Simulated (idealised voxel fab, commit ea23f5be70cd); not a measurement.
process module | voxel self aligned contacts
cross-section cut | 160 nm wide | cells 5 nm
A cross-section is a grid of square cells, given in bands from the top down. A band is one or more rows of cells.
Each band's line starts with the height of the band's top and of its bottom, in nm. Then come its materials from left to right, each with its width in nm. One material with "throughout" fills the band from edge to edge. "air" is empty space.
Height 0 is the level under which the wafer as received is all one material. The lowest band goes on downwards, as in "0 down".
A width such as "30 to 40" changes by the same amount from each row of cells to the next, from the band's top row to its bottom row.
"no change" after a step means that no cell of the cross-section changed.
closed voids: empty space of 8 cells or more with no open way to the top, each as width x height at its distance from the left edge, in nm
after a step's settings: what the simulator itself notes on the step
overlay nm, on a step with a mask: how far to the right of its planned place the mask lay; to the left if negative
plan
1 op RECEIVE | material Si
2 op CONFORMAL_DEP | material SiO2 | thk nm 5
3 op DIRECTIONAL_DEP | material polySi | thk nm 30
4 op DIRECTIONAL_DEP | material SiN | thk nm 20
5 op MASKED_ETCH | tone cover | mask id GATE | width nm 30 | pitch nm 60 | etch materials SiN | depth nm 20 | overlay nm 0
6 op MASKED_ETCH | tone cover | mask id GATE | width nm 30 | pitch nm 60 | etch materials polySi | depth nm 30 | overlay nm 0
7 op CONFORMAL_DEP | material SiN | thk nm 5
8 op DIRECTIONAL_ETCH | etch materials SiN | depth nm 5
9 op FILL_DEP | material SiO2 | thk nm 20
10 op CMP | height nm 65
11 op DIRECTIONAL_DEP | material aC | thk nm 10
12 op PATTERN | tone open | mask id CONTACT | material resist | width nm 40 | thk nm 25 | overlay nm 0
13 op DIRECTIONAL_ETCH | etch materials aC | depth nm 10
14 op STRIP | etch materials resist
15 op DIRECTIONAL_ETCH | etch materials SiO2 | depth nm 65
16 op STRIP | etch materials aC
17 op CONFORMAL_DEP | material TiN | thk nm 5
18 op FILL_DEP | material Ru | thk nm 5
19 op CMP | height nm 65
20 op CONFORMAL_DEP | material SiCN | thk nm 5
as received, after step 1
  0 down: Si throughout
  closed voids: none
a wafer at the end: this start, this plan, one mistake
  70 to 65: SiCN throughout
  65 to 55: SiO2 60 | SiN 5 to 15 | Ru 30 to 10 | SiN 5 to 15 | SiO2 60
  55 to 35: SiO2 30 | SiN 45 | Ru 10 | SiN 45 | SiO2 30
  35 to 5: SiO2 30 | SiN 5 | polySi 30 | SiN 10 | Ru 10 | SiN 10 | polySi 30 | SiN 5 | SiO2 30
  5 to 0: SiO2 70 | SiN 20 | SiO2 70
  0 down: Si throughout
  closed voids: none
what went wrong: step 17 ran as: op CONFORMAL_DEP | material SiN | thk nm 5
